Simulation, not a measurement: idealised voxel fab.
This is a process module. Its name is voxel quadruple lines.
It is cross-section cut that appears here, measuring 220 nm in width, its square cells being 5 nm in size.
When this document writes out a cross-section, it uses a grid of square cells and lists it as bands, beginning at the top and moving down, with a band standing for one or more rows of cells.
Top height, bottom height, nm. Materials left to right, width each, nm. Single material + "everywhere" = fills band edge to edge. "blank" = empty.
Heights from 0 (as-received wafer is one material below). Bottom band endless downward, as "from 0 down".
A width given as "30..40" starts at the first number in the band's top row and ends at the second number in its bottom row, shifting by an equal amount at every step from row to row.
Step marked "everything unchanged"? Then no cell in the cross-section changed in it.
Listed in "Internal closed voids": every empty space of 8 or more cells without an open way to the top. Form: width x height at distance, the distance being from the left edge, all in nm.
On each step's line, the part that comes after the settings is the simulator's own comment on the step.
A step line may carry the setting "overlay nm", which, for steps involving a mask, states the distance by which the mask lay to the right of its intended position; negative values denote displacement to the left.

The planned process steps are enumerated hereunder
| 1 | op RECEIVE | material Si |
| 2 | op CONFORMAL_DEP | material SiO2 | thk nm 5 |
| 3 | op DIRECTIONAL_DEP | material W | thk nm 15 |
| 4 | op DIRECTIONAL_DEP | material polySi | thk nm 20 |
| 5 | op DIRECTIONAL_DEP | material aC | thk nm 25 |
| 6 | op PATTERN | tone cover | mask id MANDREL | material resist | width nm 35 | pitch nm 100 | thk nm 35 | overlay nm 0 |
| 7 | op DIRECTIONAL_ETCH | etch materials aC | depth nm 25 |
| 8 | op STRIP | etch materials resist |
| 9 | op CONFORMAL_DEP | material SiO2 | thk nm 15 |
| 10 | op DIRECTIONAL_ETCH | etch materials SiO2 | depth nm 15 |
| 11 | op STRIP | etch materials aC |
| 12 | op DIRECTIONAL_ETCH | etch materials polySi | depth nm 20 |
| 13 | op STRIP | etch materials SiO2 |
| 14 | op CONFORMAL_DEP | material SiCN | thk nm 10 |
| 15 | op DIRECTIONAL_ETCH | etch materials SiCN | depth nm 10 |
| 16 | op STRIP | etch materials polySi |
| 17 | op DIRECTIONAL_ETCH | etch materials W | depth nm 15 |
| 18 | op STRIP | etch materials SiCN |
| 19 | op FILL_DEP | material SiO2 | thk nm 5 |
| 20 | op CMP | height nm 25 |
Among the wafers covered here, the point of difference is the thk nm at step 2; their starting state is shared, and the plan presents the value of the first wafer.

First of several wafers (as received, post step 1), cross-sectional view
* from 0 down | Si everywhere
* Internal closed voids: none

Below: a row per wafer. Contents at end of module: for every material, cells gained since receipt (+) or lost since receipt (-); then closed voids
thk nm 5 | +172 SiO2 | +48 W | Internal closed voids: none
thk nm 10 | +172 SiO2 | +48 W | Internal closed voids: none
thk nm 15 | +188 SiO2 | +32 W | Internal closed voids: none
thk nm 20 | +204 SiO2 | +16 W | Internal closed voids: none
thk nm 25 | +220 SiO2 | Internal closed voids: none
